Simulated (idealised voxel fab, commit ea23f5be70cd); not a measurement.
You're looking at the process module voxel wiring stack.
Pictured: cross-section cut, 245 nm wide, on a grid of 5 nm square cells.
Notation: cross-section as square-cell grid; stated in bands, top first, going down; one or more cell rows per band. In this notation a band is specified by the heights of its top and bottom, in that order and in nm, after which its materials appear from left to right, each paired with its width in nm. The word "full width" attached to a single material means that material fills the band from edge to edge; the word "air" stands for empty space. Height is counted from the level 0, under which the received wafer is composed throughout of one material. The lowest of the bands is not closed at the bottom but continues downward, in the notation "top 0, no bottom". You'd read "30->40" like this: the band's top row of cells is as wide as the first number, its bottom row is as wide as the second, and going down, every row changes width by the same amount as the row before did. The cross-section has no changed cell in any step marked "all unchanged". "Fully closed voids" specifies each empty space that is not open to the top and that occupies no fewer than 8 cells, using the form width x height at distance, the distance measured from the left edge and all three quantities in nm. Heads up: the bit after the settings on a step's line is the simulator's remark on that step. overlay nm: mask right of planned place by this much (step with mask). Neg. = left.

# This section lists the process steps that were planned
step 1: RECEIVE, material Si
step 2: CONFORMAL_DEP, material SiO2, thk nm 10
step 3: CONFORMAL_DEP, material SiCN, thk nm 5
step 4: DIRECTIONAL_DEP, material SiO2, thk nm 20
step 5: MASKED_ETCH, tone open, mask id METAL_1, width nm 30, pitch nm 60, etch materials SiO2, depth nm 20, overlay nm 0
step 6: MASKED_ETCH, tone open, mask id METAL_1, width nm 30, pitch nm 60, etch materials SiCN, depth nm 5, overlay nm 0
step 7: CONFORMAL_DEP, material TiN, thk nm 5
step 8: FILL_DEP, material W, thk nm 10
step 9: CMP, height nm 35
step 10: CONFORMAL_DEP, material SiCN, thk nm 5
step 11: DIRECTIONAL_DEP, material lowk, thk nm 20
step 12: PATTERN, tone open, mask id PLUG_1, material resist, width nm 15, pitch nm 60, thk nm 15, overlay nm 0
step 13: DIRECTIONAL_ETCH, etch materials lowk, depth nm 20
step 14: DIRECTIONAL_ETCH, etch materials SiCN, depth nm 5
step 15: STRIP, etch materials resist
step 16: EPI, material Ru, thk nm 10
step 17: EPI, material Ru, thk nm 10
step 18: EPI, material Ru, thk nm 5
step 19: DIRECTIONAL_DEP, material TiN, thk nm 5
step 20: DIRECTIONAL_DEP, material Ru, thk nm 25
step 21: PATTERN, tone cover, mask id METAL_2, material resist, width nm 30, pitch nm 60, thk nm 15, overlay nm 0
step 22: DIRECTIONAL_ETCH, etch materials Ru, depth nm 25
step 23: DIRECTIONAL_ETCH, etch materials TiN, depth nm 5
step 24: STRIP, etch materials resist
step 25: FILL_DEP, material lowk, thk nm 10
step 26: CMP, height nm 90
step 27: CONFORMAL_DEP, material SiCN, thk nm 5
step 28: DIRECTIONAL_DEP, material SiO2, thk nm 30
step 29: PATTERN, tone open, mask id METAL_3, material resist, width nm 30, pitch nm 60, thk nm 20, overlay nm 0
step 30: DIRECTIONAL_ETCH, etch materials SiO2, depth nm 20
step 31: STRIP, etch materials resist
step 32: PATTERN, tone open, mask id METAL_3_HOLES, material resist, width nm 15, pitch nm 60, thk nm 15, overlay nm 0
step 33: DIRECTIONAL_ETCH, etch materials SiO2, depth nm 10
step 34: DIRECTIONAL_ETCH, etch materials SiCN, depth nm 5
step 35: STRIP, etch materials resist
step 36: CONFORMAL_DEP, material TiN, thk nm 5
step 37: FILL_DEP, material Ru, thk nm 5
step 38: CMP, height nm 125
step 39: CONFORMAL_DEP, material SiCN, thk nm 5

# Cross-section, incoming material, after step 1
- top 0, no bottom = Si full width
- Fully closed voids: none

# Wafer at module end, in section. Began as above, planned as above, run with one mistake
- top 130, bottom 125 = SiCN full width
- top 125, bottom 115 = SiO2 (45); TiN (5->10); Ru (15->10); TiN (5); SiO2 (35); TiN (5->10); Ru (15->10); TiN (5); SiO2 (35); TiN (5->10); Ru (15->10); TiN (5); SiO2 (55)
- top 115, bottom 110 = SiO2 (50); TiN (5); Ru (10); TiN (5); SiO2 (40); TiN (5); Ru (10); TiN (5); SiO2 (40); TiN (5); Ru (10); TiN (5); SiO2 (55)
- top 110, bottom 105 = SiO2 (50); TiN (20); SiO2 (40); TiN (20); SiO2 (40); TiN (20); SiO2 (55)
- top 105, bottom 95 = SiO2 (50); TiN (10); SiO2 (50); TiN (10); SiO2 (50); TiN (10); SiO2 (65)
- top 95, bottom 90 = SiCN (50); TiN (10); SiCN (50); TiN (10); SiCN (50); TiN (10); SiCN (65)
- top 90, bottom 65 = lowk (45); Ru (30); lowk (30); Ru (30); lowk (30); Ru (30); lowk (50)
- top 65, bottom 60 = lowk (45); TiN (30); lowk (30); TiN (30); lowk (30); TiN (30); lowk (50)
- top 60, bottom 40 = lowk (45); Ru (15); lowk (45); Ru (15); lowk (45); Ru (15); lowk (65)
- top 40, bottom 35 = SiCN (45); Ru (15); SiCN (45); Ru (15); SiCN (45); Ru (15); SiCN (65)
- top 35, bottom 15 = SiO2 (45); TiN (5); W (20); TiN (5); SiO2 (30); TiN (5); W (20); TiN (5); SiO2 (30); TiN (5); W (20); TiN (5); SiO2 (50)
- top 15, bottom 10 = SiCN (45); TiN (30); SiCN (30); TiN (30); SiCN (30); TiN (30); SiCN (50)
- top 10, bottom 0 = SiO2 full width
- top 0, no bottom = Si full width
- Fully closed voids: none
Heads up, the wafer didn't run the way we planned it: step 29 ran with different settings than intended, the actual operation and settings being PATTERN, tone open, mask id METAL_3, material resist, width nm 20, pitch nm 60, thk nm 20, overlay nm 0
